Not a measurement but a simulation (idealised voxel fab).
process module | voxel ribs on slabs
cross-section cut | 215 nm wide | cells 5 nm
A cross-section is a grid of square cells, given in bands from the top down. A band is one or more rows of cells.
Each band's line starts with the height of the band's top and of its bottom, in nm. Then come its materials from left to right, each with its width in nm. One material with "throughout" fills the band from edge to edge. "air" is empty space.
Height 0 is the level under which the wafer as received is all one material. The lowest band goes on downwards, as in "0 down".
A width such as "30 to 40" changes by the same amount from each row of cells to the next, from the band's top row to its bottom row.
"no change" after a step means that no cell of the cross-section changed.
closed voids: empty space of 8 cells or more with no open way to the top, each as width x height at its distance from the left edge, in nm
after a step's settings: what the simulator itself notes on the step
overlay nm, on a step with a mask: how far to the right of its planned place the mask lay; to the left if negative
plan
1 op RECEIVE | material Si
2 op DIRECTIONAL_DEP | material SiO2 | thk nm 20
3 op DIRECTIONAL_DEP | material SiN | thk nm 25
4 op MASKED_ETCH | tone cover | mask id RIB | width nm 30 | etch materials SiN | depth nm 10 | overlay nm 0
5 op MASKED_ETCH | tone cover | mask id SLAB | width nm 70 | etch materials SiN | depth nm 15 | overlay nm 0
6 op FILL_DEP | material SiO2 | thk nm 20
7 op CMP | height nm 55
8 op DIRECTIONAL_DEP | material W | thk nm 5
9 op MASKED_ETCH | tone cover | mask id HEATER | width nm 40 | etch materials W | depth nm 5 | overlay nm 0
10 op CONFORMAL_DEP | material SiO2 | thk nm 5
first wafer, as planned
as received, after step 1
  0 down: Si throughout
  closed voids: none
after step 2
  20 to 0: SiO2 throughout
  below 0: unchanged
after step 3
  45 to 20: SiN throughout
  below 20: unchanged
after step 4
  45 to 35: air 90 | SiN 30 | air 95
  below 35: unchanged
after step 5
  45 to 35: air 90 | SiN 30 | air 95
  35 to 20: air 70 | SiN 70 | air 75
  below 20: unchanged
after step 6
  65 to 45: SiO2 throughout
  45 to 35: SiO2 90 | SiN 30 | SiO2 95
  35 to 20: SiO2 70 | SiN 70 | SiO2 75
  below 20: unchanged
after step 7
  55 to 45: SiO2 throughout
  below 45: unchanged
after step 8
  60 to 55: W throughout
  below 55: unchanged
after step 9
  60 to 55: air 85 | W 40 | air 90
  below 55: unchanged
after step 10
  65 to 60: air 80 | SiO2 50 | air 85
  60 to 55: SiO2 85 | W 40 | SiO2 90
  below 55: unchanged
second wafer: like start, like plan, one mistake. Through step 2 it matches the first wafer
when step 3 should have ended
  70 to 20: SiN throughout
  below 20: unchanged
when step 4 should have ended
  70 to 60: air 90 | SiN 30 | air 95
  below 60: unchanged
when step 5 should have ended
  70 to 60: air 90 | SiN 30 | air 95
  60 to 45: air 70 | SiN 70 | air 75
  below 45: unchanged
when step 6 should have ended
  90 to 70: SiO2 throughout
  70 to 60: SiO2 90 | SiN 30 | SiO2 95
  60 to 45: SiO2 70 | SiN 70 | SiO2 75
  below 45: unchanged
when step 7 should have ended
  55 to 45: SiO2 70 | SiN 70 | SiO2 75
  below 45: unchanged
when step 8 should have ended
  60 to 55: W throughout
  below 55: unchanged
when step 9 should have ended
  60 to 55: air 85 | W 40 | air 90
  below 55: unchanged
when step 10 should have ended
  65 to 60: air 80 | SiO2 50 | air 85
  60 to 55: SiO2 85 | W 40 | SiO2 90
  below 55: unchanged
what went wrong: step 3 was run twice
at the end the second wafer has, in cells: 189 more of SiN | 189 fewer of SiO2
